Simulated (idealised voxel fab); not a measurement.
process module | voxel transistor to metal
cross-section cut | 245 nm wide | cells 5 nm
A cross-section is a grid of square cells, given in bands from the top down. A band is one or more rows of cells.
Each band's line starts with the height of the band's top and of its bottom, in nm. Then come its materials from left to right, each with its width in nm. One material with "throughout" fills the band from edge to edge. "air" is empty space.
Height 0 is the level under which the wafer as received is all one material. The lowest band goes on downwards, as in "0 down".
A width such as "30 to 40" changes by the same amount from each row of cells to the next, from the band's top row to its bottom row.
"no change" after a step means that no cell of the cross-section changed.
closed voids: empty space of 8 cells or more with no open way to the top, each as width x height at its distance from the left edge, in nm
after a step's settings: what the simulator itself notes on the step
overlay nm, on a step with a mask: how far to the right of its planned place the mask lay; to the left if negative
Each pair below shows a cross-section before one step and the cross-section after it, down to the lowest band that changed. The line under each pair gives the step between them, with its settings. The pairs can come from different runs of this module on the same starting wafer, so a pair continues from the pair above only where its "before" says so.
before
  80 to 65: aC throughout
  65 to 40: lowk throughout
  40 to 35: SiCN throughout
  35 to 20: SiO2 20 | TiN 5 | W 5 | TiN 5 | SiO2 55 | TiN 5 | W 5 | TiN 5 | SiO2 30 | TiN 5 | W 5 | TiN 5 | SiO2 55 | TiN 5 | W 5 | TiN 5 | SiO2 25
  20 to 5: SiO2 20 | TiN 5 | W 5 | TiN 5 | SiO2 5 | SiN 10 | HfO2 5 | TiN 5 | W 5 | TiN 5 | HfO2 5 | SiN 10 | SiO2 5 | TiN 5 | W 5 | TiN 5 | SiO2 30 | TiN 5 | W 5 | TiN 5 | SiO2 5 | SiN 10 | HfO2 5 | TiN 5 | W 5 | TiN 5 | HfO2 5 | SiN 10 | SiO2 5 | TiN 5 | W 5 | TiN 5 | SiO2 25
  5 to 0: SiO2 20 | TiN 15 | SiO2 5 | SiN 10 | HfO2 5 | TiN 5 | W 5 | TiN 5 | HfO2 5 | SiN 10 | SiO2 5 | TiN 15 | SiO2 30 | TiN 15 | SiO2 5 | SiN 10 | HfO2 5 | TiN 5 | W 5 | TiN 5 | HfO2 5 | SiN 10 | SiO2 5 | TiN 15 | SiO2 25
  0 to -5: SiO2 20 | TiN 10 | SiGe 10 | SiN 10 | HfO2 5 | TiN 15 | HfO2 5 | SiN 10 | SiGe 10 | TiN 10 | SiO2 30 | TiN 10 | SiGe 10 | SiN 10 | HfO2 5 | TiN 15 | HfO2 5 | SiN 10 | SiGe 10 | TiN 10 | SiO2 25
  -5 to -10: SiO2 20 | TiN 10 | SiGe 10 | SiO2 5 | HfO2 35 | SiO2 5 | SiGe 10 | TiN 10 | SiO2 30 | TiN 10 | SiGe 10 | SiO2 5 | HfO2 35 | SiO2 5 | SiGe 10 | TiN 10 | SiO2 25
  -10 to -20: SiO2 20 | SiGe 20 | Si 45 | SiGe 20 | SiO2 30 | SiGe 20 | Si 45 | SiGe 20 | SiO2 25
  -20 to -45: SiO2 20 | Si 85 | SiO2 30 | Si 85 | SiO2 25
  -45 down: Si throughout
  closed voids: none
after
  115 to 80: resist 25 | air 15 | resist 55 | air 15 | resist 30 | air 15 | resist 55 | air 15 | resist 20
  below 80: unchanged
  closed voids: none
the step between: op PATTERN | tone open | mask id METAL_1 | material resist | width nm 15 | thk nm 35 | overlay nm 5
before: the cross-section after the pair above
after
  100 to 80: resist 25 | air 15 | resist 55 | air 15 | resist 30 | air 15 | resist 55 | air 15 | resist 20
  80 to 65: aC 25 | air 15 | aC 55 | air 15 | aC 30 | air 15 | aC 55 | air 15 | aC 20
  below 65: unchanged
  closed voids: none
the step between: op DIRECTIONAL_ETCH | etch materials aC | depth nm 15
before: the cross-section after the pair above
after
  80 to 65: aC 25 | air 15 | aC 55 | air 15 | aC 30 | air 15 | aC 55 | air 15 | aC 20
  below 65: unchanged
  closed voids: none
the step between: op STRIP | etch materials resist
before: the cross-section after the pair above
after
  80 to 65: aC 25 | air 15 | aC 55 | air 15 | aC 30 | air 15 | aC 55 | air 15 | aC 20
  65 to 40: lowk 25 | air 15 | lowk 55 | air 15 | lowk 30 | air 15 | lowk 55 | air 15 | lowk 20
  below 40: unchanged
  closed voids: none
the step between: op DIRECTIONAL_ETCH | etch materials lowk | depth nm 25
before: the cross-section after the pair above
after
  80 to 65: aC 25 | air 15 | aC 55 | air 15 | aC 30 | air 15 | aC 55 | air 15 | aC 20
  65 to 40: lowk 25 | air 15 | lowk 55 | air 15 | lowk 30 | air 15 | lowk 55 | air 15 | lowk 20
  40 to 35: SiCN 25 | air 15 | SiCN 55 | air 15 | SiCN 30 | air 15 | SiCN 55 | air 15 | SiCN 20
  below 35: unchanged
  closed voids: none
the step between: op DIRECTIONAL_ETCH | etch materials SiCN | depth nm 5
before: the cross-section after the pair above
after
  65 to 40: lowk 25 | air 15 | lowk 55 | air 15 | lowk 30 | air 15 | lowk 55 | air 15 | lowk 20
  below 40: unchanged
  closed voids: none
the step between: op STRIP | etch materials aC
before: the cross-section after the pair above
after
  70 to 65: TiN 30 | air 5 | TiN 65 | air 5 | TiN 40 | air 5 | TiN 65 | air 5 | TiN 25
  65 to 40: lowk 25 | TiN 5 | air 5 | TiN 5 | lowk 55 | TiN 5 | air 5 | TiN 5 | lowk 30 | TiN 5 | air 5 | TiN 5 | lowk 55 | TiN 5 | air 5 | TiN 5 | lowk 20
  40 to 35: SiCN 25 | TiN 15 | SiCN 55 | TiN 15 | SiCN 30 | TiN 15 | SiCN 55 | TiN 15 | SiCN 20
  below 35: unchanged
  closed voids: none
the step between: op CONFORMAL_DEP | material TiN | thk nm 5
before: the cross-section after the pair above
after
  80 to 70: Cu throughout
  70 to 65: TiN 30 | Cu 5 | TiN 65 | Cu 5 | TiN 40 | Cu 5 | TiN 65 | Cu 5 | TiN 25
  65 to 40: lowk 25 | TiN 5 | Cu 5 | TiN 5 | lowk 55 | TiN 5 | Cu 5 | TiN 5 | lowk 30 | TiN 5 | Cu 5 | TiN 5 | lowk 55 | TiN 5 | Cu 5 | TiN 5 | lowk 20
  below 40: unchanged
  closed voids: none
the step between: op FILL_DEP | material Cu | thk nm 10
before: the cross-section after the pair above
after
  65 to 40: lowk 25 | TiN 5 | Cu 5 | TiN 5 | lowk 55 | TiN 5 | Cu 5 | TiN 5 | lowk 30 | TiN 5 | Cu 5 | TiN 5 | lowk 55 | TiN 5 | Cu 5 | TiN 5 | lowk 20
  below 40: unchanged
  closed voids: none
the step between: op CMP | height nm 65
before: the cross-section after the pair above
after
  70 to 65: SiCN throughout
  below 65: unchanged
  closed voids: none
the step between: op CONFORMAL_DEP | material SiCN | thk nm 5
before: the cross-section after the pair above
after
  95 to 70: SiO2 throughout
  below 70: unchanged
  closed voids: none
the step between: op DIRECTIONAL_DEP | material SiO2 | thk nm 25
before: the cross-section after the pair above
after
  105 to 95: aC throughout
  below 95: unchanged
  closed voids: none
the step between: op DIRECTIONAL_DEP | material aC | thk nm 10
before: the cross-section after the pair above
after
  130 to 105: resist 20 | air 15 | resist 100 | air 15 | resist 95
  below 105: unchanged
  closed voids: none
the step between: op PATTERN | tone open | mask id METAL_2 | material resist | width nm 15 | pitch nm 115 | thk nm 25 | overlay nm 0
before: the cross-section after the pair above
after
  120 to 105: resist 20 | air 15 | resist 100 | air 15 | resist 95
  105 to 95: aC 20 | air 15 | aC 100 | air 15 | aC 95
  below 95: unchanged
  closed voids: none
the step between: op DIRECTIONAL_ETCH | etch materials aC | depth nm 10
before: the cross-section after the pair above
after
  105 to 95: aC 20 | air 15 | aC 100 | air 15 | aC 95
  below 95: unchanged
  closed voids: none
the step between: op STRIP | etch materials resist
before: the cross-section after the pair above
after
  105 to 95: aC 20 | air 15 | aC 100 | air 15 | aC 95
  95 to 80: SiO2 20 | air 15 | SiO2 100 | air 15 | SiO2 95
  below 80: unchanged
  closed voids: none
the step between: op DIRECTIONAL_ETCH | etch materials SiO2 | depth nm 15
before: the cross-section after the pair above
after
  95 to 80: SiO2 20 | air 15 | SiO2 100 | air 15 | SiO2 95
  below 80: unchanged
  closed voids: none
the step between: op STRIP | etch materials aC
before: the cross-section after the pair above
after
  110 to 95: aC 20 | air 15 | aC 100 | air 15 | aC 95
  95 to 80: SiO2 20 | aC 15 | SiO2 100 | aC 15 | SiO2 95
  below 80: unchanged
  closed voids: none
the step between: op DIRECTIONAL_DEP | material aC | thk nm 15
before: the cross-section after the pair above
after
  145 to 110: resist 20 | air 15 | resist 100 | air 15 | resist 95
  below 110: unchanged
  closed voids: none
the step between: op PATTERN | tone open | mask id METAL_2_HOLES | material resist | width nm 15 | pitch nm 115 | thk nm 35 | overlay nm 0
before: the cross-section after the pair above
after
  130 to 110: resist 20 | air 15 | resist 100 | air 15 | resist 95
  110 to 95: aC 20 | air 15 | aC 100 | air 15 | aC 95
  95 to 80: SiO2 20 | air 15 | SiO2 100 | air 15 | SiO2 95
  below 80: unchanged
  closed voids: none
the step between: op DIRECTIONAL_ETCH | etch materials aC | depth nm 15
before: the cross-section after the pair above
after
  110 to 95: aC 20 | air 15 | aC 100 | air 15 | aC 95
  below 95: unchanged
  closed voids: none
the step between: op STRIP | etch materials resist
before: the cross-section after the pair above
after
  110 to 95: aC 20 | air 15 | aC 100 | air 15 | aC 95
  95 to 70: SiO2 20 | air 15 | SiO2 100 | air 15 | SiO2 95
  below 70: unchanged
  closed voids: none
the step between: op DIRECTIONAL_ETCH | etch materials SiO2 | depth nm 10
before: the cross-section after the pair above
after
  110 to 95: aC 20 | air 15 | aC 100 | air 15 | aC 95
  95 to 70: SiO2 20 | air 15 | SiO2 100 | air 15 | SiO2 95
  70 to 65: SiCN 20 | air 15 | SiCN 100 | air 15 | SiCN 95
  below 65: unchanged
  closed voids: none
the step between: op DIRECTIONAL_ETCH | etch materials SiCN | depth nm 5
before: the cross-section after the pair above
after
  95 to 70: SiO2 20 | air 15 | SiO2 100 | air 15 | SiO2 95
  below 70: unchanged
  closed voids: none
the step between: op STRIP | etch materials aC
before: the cross-section after the pair above
after
  100 to 95: TiN 25 | air 5 | TiN 110 | air 5 | TiN 100
  95 to 70: SiO2 20 | TiN 5 | air 5 | TiN 5 | SiO2 100 | TiN 5 | air 5 | TiN 5 | SiO2 95
  70 to 65: SiCN 20 | TiN 15 | SiCN 100 | TiN 15 | SiCN 95
  below 65: unchanged
  closed voids: none
the step between: op CONFORMAL_DEP | material TiN | thk nm 5
before: the cross-section after the pair above
after
  110 to 100: Cu throughout
  100 to 95: TiN 25 | Cu 5 | TiN 110 | Cu 5 | TiN 100
  95 to 70: SiO2 20 | TiN 5 | Cu 5 | TiN 5 | SiO2 100 | TiN 5 | Cu 5 | TiN 5 | SiO2 95
  below 70: unchanged
  closed voids: none
the step between: op FILL_DEP | material Cu | thk nm 10
before: the cross-section after the pair above
after
  95 to 70: SiO2 20 | TiN 5 | Cu 5 | TiN 5 | SiO2 100 | TiN 5 | Cu 5 | TiN 5 | SiO2 95
  below 70: unchanged
  closed voids: none
the step between: op CMP | height nm 95
before: the cross-section after the pair above
after
  100 to 95: SiN throughout
  below 95: unchanged
  closed voids: none
the step between: op CONFORMAL_DEP | material SiN | thk nm 5
before
  100 to 95: TiN 25 | air 5 | TiN 110 | air 5 | TiN 100
  95 to 70: SiO2 20 | TiN 5 | air 5 | TiN 5 | SiO2 100 | TiN 5 | air 5 | TiN 5 | SiO2 95
  70 to 65: SiCN 20 | TiN 15 | SiCN 100 | TiN 15 | SiCN 95
  65 to 40: lowk 20 | TiN 5 | Cu 5 | TiN 5 | lowk 55 | TiN 5 | Cu 5 | TiN 5 | lowk 30 | TiN 5 | Cu 5 | TiN 5 | lowk 55 | TiN 5 | Cu 5 | TiN 5 | lowk 25
  40 to 35: SiCN 20 | TiN 15 | SiCN 55 | TiN 15 | SiCN 30 | TiN 15 | SiCN 55 | TiN 15 | SiCN 25
  35 to 20: SiO2 20 | TiN 5 | W 5 | TiN 5 | SiO2 55 | TiN 5 | W 5 | TiN 5 | SiO2 30 | TiN 5 | W 5 | TiN 5 | SiO2 55 | TiN 5 | W 5 | TiN 5 | SiO2 25
  20 to 5: SiO2 20 | TiN 5 | W 5 | TiN 5 | SiO2 5 | SiN 10 | HfO2 5 | TiN 5 | W 5 | TiN 5 | HfO2 5 | SiN 10 | SiO2 5 | TiN 5 | W 5 | TiN 5 | SiO2 30 | TiN 5 | W 5 | TiN 5 | SiO2 5 | SiN 10 | HfO2 5 | TiN 5 | W 5 | TiN 5 | HfO2 5 | SiN 10 | SiO2 5 | TiN 5 | W 5 | TiN 5 | SiO2 25
  5 to 0: SiO2 20 | TiN 15 | SiO2 5 | SiN 10 | HfO2 5 | TiN 5 | W 5 | TiN 5 | HfO2 5 | SiN 10 | SiO2 5 | TiN 15 | SiO2 30 | TiN 15 | SiO2 5 | SiN 10 | HfO2 5 | TiN 5 | W 5 | TiN 5 | HfO2 5 | SiN 10 | SiO2 5 | TiN 15 | SiO2 25
  0 to -5: SiO2 20 | TiN 10 | SiGe 10 | SiN 10 | HfO2 5 | TiN 15 | HfO2 5 | SiN 10 | SiGe 10 | TiN 10 | SiO2 30 | TiN 10 | SiGe 10 | SiN 10 | HfO2 5 | TiN 15 | HfO2 5 | SiN 10 | SiGe 10 | TiN 10 | SiO2 25
  -5 to -10: SiO2 20 | TiN 10 | SiGe 10 | SiO2 5 | HfO2 35 | SiO2 5 | SiGe 10 | TiN 10 | SiO2 30 | TiN 10 | SiGe 10 | SiO2 5 | HfO2 35 | SiO2 5 | SiGe 10 | TiN 10 | SiO2 25
  -10 to -20: SiO2 20 | SiGe 20 | Si 45 | SiGe 20 | SiO2 30 | SiGe 20 | Si 45 | SiGe 20 | SiO2 25
  -20 to -45: SiO2 20 | Si 85 | SiO2 30 | Si 85 | SiO2 25
  -45 down: Si throughout
  closed voids: none
after
  110 to 100: lowk throughout
  100 to 95: TiN 25 | lowk 5 | TiN 110 | lowk 5 | TiN 100
  95 to 70: SiO2 20 | TiN 5 | lowk 5 | TiN 5 | SiO2 100 | TiN 5 | lowk 5 | TiN 5 | SiO2 95
  below 70: unchanged
  closed voids: none
the step between: op FILL_DEP | material lowk | thk nm 10
before: the cross-section after the pair above
after
  95 to 70: SiO2 20 | TiN 5 | lowk 5 | TiN 5 | SiO2 100 | TiN 5 | lowk 5 | TiN 5 | SiO2 95
  below 70: unchanged
  closed voids: none
the step between: op CMP | height nm 95
before: the cross-section after the pair above
after
  100 to 95: SiN throughout
  below 95: unchanged
  closed voids: none
the step between: op CONFORMAL_DEP | material SiN | thk nm 5
before
  80 to 65: aC throughout
  65 to 40: lowk throughout
  40 to 35: SiCN throughout
  35 to 20: SiO2 20 | TiN 5 | W 5 | TiN 5 | SiO2 55 | TiN 5 | W 5 | TiN 5 | SiO2 30 | TiN 5 | W 5 | TiN 5 | SiO2 55 | TiN 5 | W 5 | TiN 5 | SiO2 25
  20 to 5: SiO2 20 | TiN 5 | W 5 | TiN 5 | SiO2 5 | SiN 10 | HfO2 5 | TiN 5 | W 5 | TiN 5 | HfO2 5 | SiN 10 | SiO2 5 | TiN 5 | W 5 | TiN 5 | SiO2 30 | TiN 5 | W 5 | TiN 5 | SiO2 5 | SiN 10 | HfO2 5 | TiN 5 | W 5 | TiN 5 | HfO2 5 | SiN 10 | SiO2 5 | TiN 5 | W 5 | TiN 5 | SiO2 25
  5 to 0: SiO2 20 | TiN 15 | SiO2 5 | SiN 10 | HfO2 5 | TiN 5 | W 5 | TiN 5 | HfO2 5 | SiN 10 | SiO2 5 | TiN 15 | SiO2 30 | TiN 15 | SiO2 5 | SiN 10 | HfO2 5 | TiN 5 | W 5 | TiN 5 | HfO2 5 | SiN 10 | SiO2 5 | TiN 15 | SiO2 25
  0 to -5: SiO2 20 | TiN 10 | SiGe 10 | SiN 10 | HfO2 5 | TiN 15 | HfO2 5 | SiN 10 | SiGe 10 | TiN 10 | SiO2 30 | TiN 10 | SiGe 10 | SiN 10 | HfO2 5 | TiN 15 | HfO2 5 | SiN 10 | SiGe 10 | TiN 10 | SiO2 25
  -5 to -10: SiO2 20 | TiN 10 | SiGe 10 | SiO2 5 | HfO2 35 | SiO2 5 | SiGe 10 | TiN 10 | SiO2 30 | TiN 10 | SiGe 10 | SiO2 5 | HfO2 35 | SiO2 5 | SiGe 10 | TiN 10 | SiO2 25
  -10 to -20: SiO2 20 | SiGe 20 | Si 45 | SiGe 20 | SiO2 30 | SiGe 20 | Si 45 | SiGe 20 | SiO2 25
  -20 to -45: SiO2 20 | Si 85 | SiO2 30 | Si 85 | SiO2 25
  -45 down: Si throughout
  closed voids: none
after
  115 to 80: air 20 | resist 15 | air 55 | resist 15 | air 30 | resist 15 | air 55 | resist 15 | air 25
  below 80: unchanged
  closed voids: none
the step between: op PATTERN | tone cover | mask id METAL_1 | material resist | width nm 15 | thk nm 35 | overlay nm 0
before: the cross-section after the pair above
after
  100 to 80: air 20 | resist 15 | air 55 | resist 15 | air 30 | resist 15 | air 55 | resist 15 | air 25
  80 to 65: air 20 | aC 15 | air 55 | aC 15 | air 30 | aC 15 | air 55 | aC 15 | air 25
  below 65: unchanged
  closed voids: none
the step between: op DIRECTIONAL_ETCH | etch materials aC | depth nm 15
before: the cross-section after the pair above
after
  80 to 65: air 20 | aC 15 | air 55 | aC 15 | air 30 | aC 15 | air 55 | aC 15 | air 25
  below 65: unchanged
  closed voids: none
the step between: op STRIP | etch materials resist
before: the cross-section after the pair above
after
  80 to 65: air 20 | aC 15 | air 55 | aC 15 | air 30 | aC 15 | air 55 | aC 15 | air 25
  65 to 40: air 20 | lowk 15 | air 55 | lowk 15 | air 30 | lowk 15 | air 55 | lowk 15 | air 25
  below 40: unchanged
  closed voids: none
the step between: op DIRECTIONAL_ETCH | etch materials lowk | depth nm 25
before: the cross-section after the pair above
after
  80 to 65: air 20 | aC 15 | air 55 | aC 15 | air 30 | aC 15 | air 55 | aC 15 | air 25
  65 to 40: air 20 | lowk 15 | air 55 | lowk 15 | air 30 | lowk 15 | air 55 | lowk 15 | air 25
  40 to 35: air 20 | SiCN 15 | air 55 | SiCN 15 | air 30 | SiCN 15 | air 55 | SiCN 15 | air 25
  below 35: unchanged
  closed voids: none
the step between: op DIRECTIONAL_ETCH | etch materials SiCN | depth nm 5
before: the cross-section after the pair above
after
  65 to 40: air 20 | lowk 15 | air 55 | lowk 15 | air 30 | lowk 15 | air 55 | lowk 15 | air 25
  below 40: unchanged
  closed voids: none
the step between: op STRIP | etch materials aC
before: the cross-section after the pair above
after
  70 to 65: air 15 | TiN 25 | air 45 | TiN 25 | air 20 | TiN 25 | air 45 | TiN 25 | air 20
  65 to 40: air 15 | TiN 5 | lowk 15 | TiN 5 | air 45 | TiN 5 | lowk 15 | TiN 5 | air 20 | TiN 5 | lowk 15 | TiN 5 | air 45 | TiN 5 | lowk 15 | TiN 5 | air 20
  40 to 35: TiN 20 | SiCN 15 | TiN 55 | SiCN 15 | TiN 30 | SiCN 15 | TiN 55 | SiCN 15 | TiN 25
  below 35: unchanged
  closed voids: none
the step between: op CONFORMAL_DEP | material TiN | thk nm 5
before: the cross-section after the pair above
after
  80 to 70: Cu throughout
  70 to 65: Cu 15 | TiN 25 | Cu 45 | TiN 25 | Cu 20 | TiN 25 | Cu 45 | TiN 25 | Cu 20
  65 to 40: Cu 15 | TiN 5 | lowk 15 | TiN 5 | Cu 45 | TiN 5 | lowk 15 | TiN 5 | Cu 20 | TiN 5 | lowk 15 | TiN 5 | Cu 45 | TiN 5 | lowk 15 | TiN 5 | Cu 20
  below 40: unchanged
  closed voids: none
the step between: op FILL_DEP | material Cu | thk nm 10
before: the cross-section after the pair above
after
  65 to 40: Cu 15 | TiN 5 | lowk 15 | TiN 5 | Cu 45 | TiN 5 | lowk 15 | TiN 5 | Cu 20 | TiN 5 | lowk 15 | TiN 5 | Cu 45 | TiN 5 | lowk 15 | TiN 5 | Cu 20
  below 40: unchanged
  closed voids: none
the step between: op CMP | height nm 65
before: the cross-section after the pair above
after
  70 to 65: SiCN throughout
  below 65: unchanged
  closed voids: none
the step between: op CONFORMAL_DEP | material SiCN | thk nm 5
before: the cross-section after the pair above
after
  95 to 70: SiO2 throughout
  below 70: unchanged
  closed voids: none
the step between: op DIRECTIONAL_DEP | material SiO2 | thk nm 25
before: the cross-section after the pair above
after
  105 to 95: aC throughout
  below 95: unchanged
  closed voids: none
the step between: op DIRECTIONAL_DEP | material aC | thk nm 10
before: the cross-section after the pair above
after
  130 to 105: resist 20 | air 15 | resist 100 | air 15 | resist 95
  below 105: unchanged
  closed voids: none
the step between: op PATTERN | tone open | mask id METAL_2 | material resist | width nm 15 | pitch nm 115 | thk nm 25 | overlay nm 0
before: the cross-section after the pair above
after
  120 to 105: resist 20 | air 15 | resist 100 | air 15 | resist 95
  105 to 95: aC 20 | air 15 | aC 100 | air 15 | aC 95
  below 95: unchanged
  closed voids: none
the step between: op DIRECTIONAL_ETCH | etch materials aC | depth nm 10
before: the cross-section after the pair above
after
  105 to 95: aC 20 | air 15 | aC 100 | air 15 | aC 95
  below 95: unchanged
  closed voids: none
the step between: op STRIP | etch materials resist
before: the cross-section after the pair above
after
  105 to 95: aC 20 | air 15 | aC 100 | air 15 | aC 95
  95 to 80: SiO2 20 | air 15 | SiO2 100 | air 15 | SiO2 95
  below 80: unchanged
  closed voids: none
the step between: op DIRECTIONAL_ETCH | etch materials SiO2 | depth nm 15
before: the cross-section after the pair above
after
  95 to 80: SiO2 20 | air 15 | SiO2 100 | air 15 | SiO2 95
  below 80: unchanged
  closed voids: none
the step between: op STRIP | etch materials aC
before: the cross-section after the pair above
after
  110 to 95: aC 20 | air 15 | aC 100 | air 15 | aC 95
  95 to 80: SiO2 20 | aC 15 | SiO2 100 | aC 15 | SiO2 95
  below 80: unchanged
  closed voids: none
the step between: op DIRECTIONAL_DEP | material aC | thk nm 15
before: the cross-section after the pair above
after
  145 to 110: resist 20 | air 15 | resist 100 | air 15 | resist 95
  below 110: unchanged
  closed voids: none
the step between: op PATTERN | tone open | mask id METAL_2_HOLES | material resist | width nm 15 | pitch nm 115 | thk nm 35 | overlay nm 0
before: the cross-section after the pair above
after
  130 to 110: resist 20 | air 15 | resist 100 | air 15 | resist 95
  110 to 95: aC 20 | air 15 | aC 100 | air 15 | aC 95
  95 to 80: SiO2 20 | air 15 | SiO2 100 | air 15 | SiO2 95
  below 80: unchanged
  closed voids: none
the step between: op DIRECTIONAL_ETCH | etch materials aC | depth nm 15
before: the cross-section after the pair above
after
  110 to 95: aC 20 | air 15 | aC 100 | air 15 | aC 95
  below 95: unchanged
  closed voids: none
the step between: op STRIP | etch materials resist
before: the cross-section after the pair above
after
  110 to 95: aC 20 | air 15 | aC 100 | air 15 | aC 95
  95 to 70: SiO2 20 | air 15 | SiO2 100 | air 15 | SiO2 95
  below 70: unchanged
  closed voids: none
the step between: op DIRECTIONAL_ETCH | etch materials SiO2 | depth nm 10
before: the cross-section after the pair above
after
  110 to 95: aC 20 | air 15 | aC 100 | air 15 | aC 95
  95 to 70: SiO2 20 | air 15 | SiO2 100 | air 15 | SiO2 95
  70 to 65: SiCN 20 | air 15 | SiCN 100 | air 15 | SiCN 95
  below 65: unchanged
  closed voids: none
the step between: op DIRECTIONAL_ETCH | etch materials SiCN | depth nm 5
before: the cross-section after the pair above
after
  95 to 70: SiO2 20 | air 15 | SiO2 100 | air 15 | SiO2 95
  below 70: unchanged
  closed voids: none
the step between: op STRIP | etch materials aC
before: the cross-section after the pair above
after
  100 to 95: TiN 25 | air 5 | TiN 110 | air 5 | TiN 100
  95 to 70: SiO2 20 | TiN 5 | air 5 | TiN 5 | SiO2 100 | TiN 5 | air 5 | TiN 5 | SiO2 95
  70 to 65: SiCN 20 | TiN 15 | SiCN 100 | TiN 15 | SiCN 95
  below 65: unchanged
  closed voids: none
the step between: op CONFORMAL_DEP | material TiN | thk nm 5
before: the cross-section after the pair above
after
  110 to 100: Cu throughout
  100 to 95: TiN 25 | Cu 5 | TiN 110 | Cu 5 | TiN 100
  95 to 70: SiO2 20 | TiN 5 | Cu 5 | TiN 5 | SiO2 100 | TiN 5 | Cu 5 | TiN 5 | SiO2 95
  below 70: unchanged
  closed voids: none
the step between: op FILL_DEP | material Cu | thk nm 10
before: the cross-section after the pair above
after
  95 to 70: SiO2 20 | TiN 5 | Cu 5 | TiN 5 | SiO2 100 | TiN 5 | Cu 5 | TiN 5 | SiO2 95
  below 70: unchanged
  closed voids: none
the step between: op CMP | height nm 95
before: the cross-section after the pair above
after
  100 to 95: SiN throughout
  below 95: unchanged
  closed voids: none
the step between: op CONFORMAL_DEP | material SiN | thk nm 5
